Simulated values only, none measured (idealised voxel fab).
voxel self aligned vias: a process module
Square cells of 5 nm make up the cross-section cut, whose width is 170 nm.
The cross-sections in this document take the form of a grid made of square cells. They are written out as bands, in order from top to bottom. Each band consists of one or more rows of cells. Band: top and bottom heights (nm) first, top before bottom; then materials from left to right, widths in nm. "everywhere" marks a sole material filling the band edge to edge. "air" denotes empty space. Heights are reckoned from 0. Under this level, the received wafer is all of one material. The bottommost band is open-ended downward, for example "0 and below". The expression "30->40" gives the width at the extremes of the band, the first number at its top row of cells and the second at its bottom row, with the width changing by equal amounts from each row to the next in between. "all unchanged" -> step changed no cross-section cell. "closed voids": sealed empty spaces, 8 cells or more, no open way to top, listed width x height at distance, with distance from the left edge and width, height and distance in nm. Anything after a step's settings on that line? It's the simulator's own note about the step. overlay nm: step with mask; distance mask lay right of planned place; negative value = left of planned place.
SO HERE'S THE LINEUP OF PROCESS STEPS WE PLANNED
step 1: RECEIVE,material Si
step 2: CONFORMAL_DEP,material SiO2,thk nm 15
step 3: CONFORMAL_DEP,material SiCN,thk nm 5
step 4: DIRECTIONAL_DEP,material lowk,thk nm 30
step 5: DIRECTIONAL_DEP,material aC,thk nm 15
step 6: PATTERN,tone open,mask id LINES,material resist,width nm 30,pitch nm 60,thk nm 30,overlay nm 0
step 7: DIRECTIONAL_ETCH,etch materials aC,depth nm 15
step 8: STRIP,etch materials resist
step 9: DIRECTIONAL_ETCH,etch materials lowk,depth nm 30
step 10: STRIP,etch materials aC
step 11: CONFORMAL_DEP,material TiN,thk nm 5
step 12: FILL_DEP,material Ru,thk nm 5
step 13: CMP,height nm 50
step 14: SELECTIVE_ETCH,etch materials W Ru TiN,depth nm 5
step 15: FILL_DEP,material SiN,thk nm 5
step 16: CMP,height nm 50
step 17: DIRECTIONAL_DEP,material lowk,thk nm 20
step 18: DIRECTIONAL_DEP,material aC,thk nm 10
step 19: PATTERN,tone open,mask id VIAS,material resist,width nm 40,thk nm 25,overlay nm 0
step 20: DIRECTIONAL_ETCH,etch materials aC,depth nm 10
step 21: STRIP,etch materials resist
step 22: DIRECTIONAL_ETCH,etch materials lowk,depth nm 20
step 23: DIRECTIONAL_ETCH,etch materials SiN,depth nm 5
step 24: STRIP,etch materials aC
step 25: CONFORMAL_DEP,material TiN,thk nm 5
step 26: FILL_DEP,material W,thk nm 10
step 27: CMP,height nm 70
step 28: CONFORMAL_DEP,material SiN,thk nm 5
FIRST WAFER, TWO IN TOTAL, RUN AS PLANNED
THE CROSS-SECTION HERE SHOWS THE WAFER AS RECEIVED, I.E. IN ITS STATE AFTER STEP 1
- 0 and below | Si everywhere
- closed voids: none
SO THIS IS THE WAFER CROSS-SECTION RIGHT AFTER STEP 2
- 15 down to 0 | SiO2 everywhere
- All layers under 0 are left as they were.
SO THIS IS THE WAFER CROSS-SECTION RIGHT AFTER STEP 3
- 20 down to 15 | SiCN everywhere
- All layers under 15 are left as they were.
SO THIS IS THE WAFER CROSS-SECTION RIGHT AFTER STEP 4
- 50 down to 20 | lowk everywhere
- All layers under 20 are left as they were.
SO THIS IS THE WAFER CROSS-SECTION RIGHT AFTER STEP 5
- 65 down to 50 | aC everywhere
- All layers under 50 are left as they were.
SO THIS IS THE WAFER CROSS-SECTION RIGHT AFTER STEP 6
- 95 down to 65 | 40 of resist  30 of air  30 of resist  30 of air  40 of resist
- All layers under 65 are left as they were.
SO THIS IS THE WAFER CROSS-SECTION RIGHT AFTER STEP 7
- 80 down to 65 | 40 of resist  30 of air  30 of resist  30 of air  40 of resist
- 65 down to 50 | 40 of aC  30 of air  30 of aC  30 of air  40 of aC
- All layers under 50 are left as they were.
SO THIS IS THE WAFER CROSS-SECTION RIGHT AFTER STEP 8
- 65 down to 50 | 40 of aC  30 of air  30 of aC  30 of air  40 of aC
- All layers under 50 are left as they were.
SO THIS IS THE WAFER CROSS-SECTION RIGHT AFTER STEP 9
- 65 down to 50 | 40 of aC  30 of air  30 of aC  30 of air  40 of aC
- 50 down to 20 | 40 of lowk  30 of air  30 of lowk  30 of air  40 of lowk
- All layers under 20 are left as they were.
SO THIS IS THE WAFER CROSS-SECTION RIGHT AFTER STEP 10
- 50 down to 20 | 40 of lowk  30 of air  30 of lowk  30 of air  40 of lowk
- All layers under 20 are left as they were.
SO THIS IS THE WAFER CROSS-SECTION RIGHT AFTER STEP 11
- 55 down to 50 | 45 of TiN  20 of air  40 of TiN  20 of air  45 of TiN
- 50 down to 25 | 40 of lowk  5 of TiN  20 of air  5 of TiN  30 of lowk  5 of TiN  20 of air  5 of TiN  40 of lowk
- 25 down to 20 | 40 of lowk  30 of TiN  30 of lowk  30 of TiN  40 of lowk
- All layers under 20 are left as they were.
SO THIS IS THE WAFER CROSS-SECTION RIGHT AFTER STEP 12
- 60 down to 55 | Ru everywhere
- 55 down to 50 | 45 of TiN  20 of Ru  40 of TiN  20 of Ru  45 of TiN
- 50 down to 25 | 40 of lowk  5 of TiN  20 of Ru  5 of TiN  30 of lowk  5 of TiN  20 of Ru  5 of TiN  40 of lowk
- All layers under 25 are left as they were.
SO THIS IS THE WAFER CROSS-SECTION RIGHT AFTER STEP 13
- 50 down to 25 | 40 of lowk  5 of TiN  20 of Ru  5 of TiN  30 of lowk  5 of TiN  20 of Ru  5 of TiN  40 of lowk
- All layers under 25 are left as they were.
SO THIS IS THE WAFER CROSS-SECTION RIGHT AFTER STEP 14
- 50 down to 45 | 40 of lowk  30 of air  30 of lowk  30 of air  40 of lowk
- All layers under 45 are left as they were.
SO THIS IS THE WAFER CROSS-SECTION RIGHT AFTER STEP 15
- 55 down to 50 | SiN everywhere
- 50 down to 45 | 40 of lowk  30 of SiN  30 of lowk  30 of SiN  40 of lowk
- All layers under 45 are left as they were.
SO THIS IS THE WAFER CROSS-SECTION RIGHT AFTER STEP 16
- 50 down to 45 | 40 of lowk  30 of SiN  30 of lowk  30 of SiN  40 of lowk
- All layers under 45 are left as they were.
SO THIS IS THE WAFER CROSS-SECTION RIGHT AFTER STEP 17
- 70 down to 50 | lowk everywhere
- All layers under 50 are left as they were.
SO THIS IS THE WAFER CROSS-SECTION RIGHT AFTER STEP 18
- 80 down to 70 | aC everywhere
- All layers under 70 are left as they were.
SO THIS IS THE WAFER CROSS-SECTION RIGHT AFTER STEP 19
- 105 down to 80 | 35 of resist  40 of air  95 of resist
- All layers under 80 are left as they were.
SO THIS IS THE WAFER CROSS-SECTION RIGHT AFTER STEP 20
- 95 down to 80 | 35 of resist  40 of air  95 of resist
- 80 down to 70 | 35 of aC  40 of air  95 of aC
- All layers under 70 are left as they were.
SO THIS IS THE WAFER CROSS-SECTION RIGHT AFTER STEP 21
- 80 down to 70 | 35 of aC  40 of air  95 of aC
- All layers under 70 are left as they were.
SO THIS IS THE WAFER CROSS-SECTION RIGHT AFTER STEP 22
- 80 down to 70 | 35 of aC  40 of air  95 of aC
- 70 down to 50 | 35 of lowk  40 of air  95 of lowk
- All layers under 50 are left as they were.
SO THIS IS THE WAFER CROSS-SECTION RIGHT AFTER STEP 23
- 80 down to 70 | 35 of aC  40 of air  95 of aC
- 70 down to 50 | 35 of lowk  40 of air  95 of lowk
- 50 down to 45 | 40 of lowk  30 of air  30 of lowk  30 of SiN  40 of lowk
- All layers under 45 are left as they were.
SO THIS IS THE WAFER CROSS-SECTION RIGHT AFTER STEP 24
- 70 down to 50 | 35 of lowk  40 of air  95 of lowk
- All layers under 50 are left as they were.
SO THIS IS THE WAFER CROSS-SECTION RIGHT AFTER STEP 25
- 75 down to 70 | 40 of TiN  30 of air  100 of TiN
- 70 down to 55 | 35 of lowk  5 of TiN  30 of air  5 of TiN  95 of lowk
- 55 down to 50 | 35 of lowk  10 of TiN  20 of air  10 of TiN  95 of lowk
- 50 down to 45 | 40 of lowk  30 of TiN  30 of lowk  30 of SiN  40 of lowk
- All layers under 45 are left as they were.
SO THIS IS THE WAFER CROSS-SECTION RIGHT AFTER STEP 26
- 85 down to 75 | W everywhere
- 75 down to 70 | 40 of TiN  30 of W  100 of TiN
- 70 down to 55 | 35 of lowk  5 of TiN  30 of W  5 of TiN  95 of lowk
- 55 down to 50 | 35 of lowk  10 of TiN  20 of W  10 of TiN  95 of lowk
- All layers under 50 are left as they were.
SO THIS IS THE WAFER CROSS-SECTION RIGHT AFTER STEP 27
- 70 down to 55 | 35 of lowk  5 of TiN  30 of W  5 of TiN  95 of lowk
- All layers under 55 are left as they were.
SO THIS IS THE WAFER CROSS-SECTION RIGHT AFTER STEP 28
- 75 down to 70 | SiN everywhere
- All layers under 70 are left as they were.
HERE THE SECOND WAFER IS DESCRIBED. ITS START AND ITS PLAN WERE THOSE OF THE FIRST WAFER. ITS RUN CONTAINED ONE MISTAKE. UP TO AND INCLUDING STEP 2, IT DID EXACTLY WHAT THE FIRST WAFER DID
CROSS-SECTION OF THE SECOND WAFER AT THE TIME STEP 3 OF THE PLAN SHOULD HAVE ENDED
- 45 down to 15 | lowk everywhere
- All layers under 15 are left as they were.
CROSS-SECTION OF THE SECOND WAFER AT THE TIME STEP 4 OF THE PLAN SHOULD HAVE ENDED
- 50 down to 45 | SiCN everywhere
- All layers under 45 are left as they were.
CROSS-SECTION OF THE SECOND WAFER AT THE TIME STEP 5 OF THE PLAN SHOULD HAVE ENDED
- 65 down to 50 | aC everywhere
- All layers under 50 are left as they were.
CROSS-SECTION OF THE SECOND WAFER AT THE TIME STEP 6 OF THE PLAN SHOULD HAVE ENDED
- 95 down to 65 | 40 of resist  30 of air  30 of resist  30 of air  40 of resist
- All layers under 65 are left as they were.
CROSS-SECTION OF THE SECOND WAFER AT THE TIME STEP 7 OF THE PLAN SHOULD HAVE ENDED
- 80 down to 65 | 40 of resist  30 of air  30 of resist  30 of air  40 of resist
- 65 down to 50 | 40 of aC  30 of air  30 of aC  30 of air  40 of aC
- All layers under 50 are left as they were.
CROSS-SECTION OF THE SECOND WAFER AT THE TIME STEP 8 OF THE PLAN SHOULD HAVE ENDED
- 65 down to 50 | 40 of aC  30 of air  30 of aC  30 of air  40 of aC
- All layers under 50 are left as they were.
Cross-section of the second wafer at the time step 9 of the plan should have ended: all unchanged
CROSS-SECTION OF THE SECOND WAFER AT THE TIME STEP 10 OF THE PLAN SHOULD HAVE ENDED
- 50 down to 45 | SiCN everywhere
- All layers under 45 are left as they were.
CROSS-SECTION OF THE SECOND WAFER AT THE TIME STEP 11 OF THE PLAN SHOULD HAVE ENDED
- 55 down to 50 | TiN everywhere
- All layers under 50 are left as they were.
CROSS-SECTION OF THE SECOND WAFER AT THE TIME STEP 12 OF THE PLAN SHOULD HAVE ENDED
- 60 down to 55 | Ru everywhere
- All layers under 55 are left as they were.
CROSS-SECTION OF THE SECOND WAFER AT THE TIME STEP 13 OF THE PLAN SHOULD HAVE ENDED
- 50 down to 45 | SiCN everywhere
- All layers under 45 are left as they were.
Cross-section of the second wafer at the time step 14 of the plan should have ended: all unchanged
CROSS-SECTION OF THE SECOND WAFER AT THE TIME STEP 15 OF THE PLAN SHOULD HAVE ENDED
- 55 down to 50 | SiN everywhere
- All layers under 50 are left as they were.
CROSS-SECTION OF THE SECOND WAFER AT THE TIME STEP 16 OF THE PLAN SHOULD HAVE ENDED
- 50 down to 45 | SiCN everywhere
- All layers under 45 are left as they were.
CROSS-SECTION OF THE SECOND WAFER AT THE TIME STEP 17 OF THE PLAN SHOULD HAVE ENDED
- 70 down to 50 | lowk everywhere
- All layers under 50 are left as they were.
CROSS-SECTION OF THE SECOND WAFER AT THE TIME STEP 18 OF THE PLAN SHOULD HAVE ENDED
- 80 down to 70 | aC everywhere
- All layers under 70 are left as they were.
CROSS-SECTION OF THE SECOND WAFER AT THE TIME STEP 19 OF THE PLAN SHOULD HAVE ENDED
- 105 down to 80 | 35 of resist  40 of air  95 of resist
- All layers under 80 are left as they were.
CROSS-SECTION OF THE SECOND WAFER AT THE TIME STEP 20 OF THE PLAN SHOULD HAVE ENDED
- 95 down to 80 | 35 of resist  40 of air  95 of resist
- 80 down to 70 | 35 of aC  40 of air  95 of aC
- All layers under 70 are left as they were.
CROSS-SECTION OF THE SECOND WAFER AT THE TIME STEP 21 OF THE PLAN SHOULD HAVE ENDED
- 80 down to 70 | 35 of aC  40 of air  95 of aC
- All layers under 70 are left as they were.
CROSS-SECTION OF THE SECOND WAFER AT THE TIME STEP 22 OF THE PLAN SHOULD HAVE ENDED
- 80 down to 70 | 35 of aC  40 of air  95 of aC
- 70 down to 50 | 35 of lowk  40 of air  95 of lowk
- All layers under 50 are left as they were.
Cross-section of the second wafer at the time step 23 of the plan should have ended: all unchanged
CROSS-SECTION OF THE SECOND WAFER AT THE TIME STEP 24 OF THE PLAN SHOULD HAVE ENDED
- 70 down to 50 | 35 of lowk  40 of air  95 of lowk
- All layers under 50 are left as they were.
CROSS-SECTION OF THE SECOND WAFER AT THE TIME STEP 25 OF THE PLAN SHOULD HAVE ENDED
- 75 down to 70 | 40 of TiN  30 of air  100 of TiN
- 70 down to 55 | 35 of lowk  5 of TiN  30 of air  5 of TiN  95 of lowk
- 55 down to 50 | 35 of lowk  40 of TiN  95 of lowk
- All layers under 50 are left as they were.
CROSS-SECTION OF THE SECOND WAFER AT THE TIME STEP 26 OF THE PLAN SHOULD HAVE ENDED
- 85 down to 75 | W everywhere
- 75 down to 70 | 40 of TiN  30 of W  100 of TiN
- 70 down to 55 | 35 of lowk  5 of TiN  30 of W  5 of TiN  95 of lowk
- All layers under 55 are left as they were.
CROSS-SECTION OF THE SECOND WAFER AT THE TIME STEP 27 OF THE PLAN SHOULD HAVE ENDED
- 70 down to 55 | 35 of lowk  5 of TiN  30 of W  5 of TiN  95 of lowk
- All layers under 55 are left as they were.
CROSS-SECTION OF THE SECOND WAFER AT THE TIME STEP 28 OF THE PLAN SHOULD HAVE ENDED
- 75 down to 70 | SiN everywhere
- All layers under 70 are left as they were.
Run error: the processing plan was not followed for steps 3 and 4, which were run with their positions exchanged
It is noted that, at the conclusion of processing, the second wafer exhibits a higher or lower cell count for certain materials relative to the first: 32 fewer of Ru | 6 fewer of SiN | 30 fewer of TiN | 4 fewer of W | 72 more of lowk
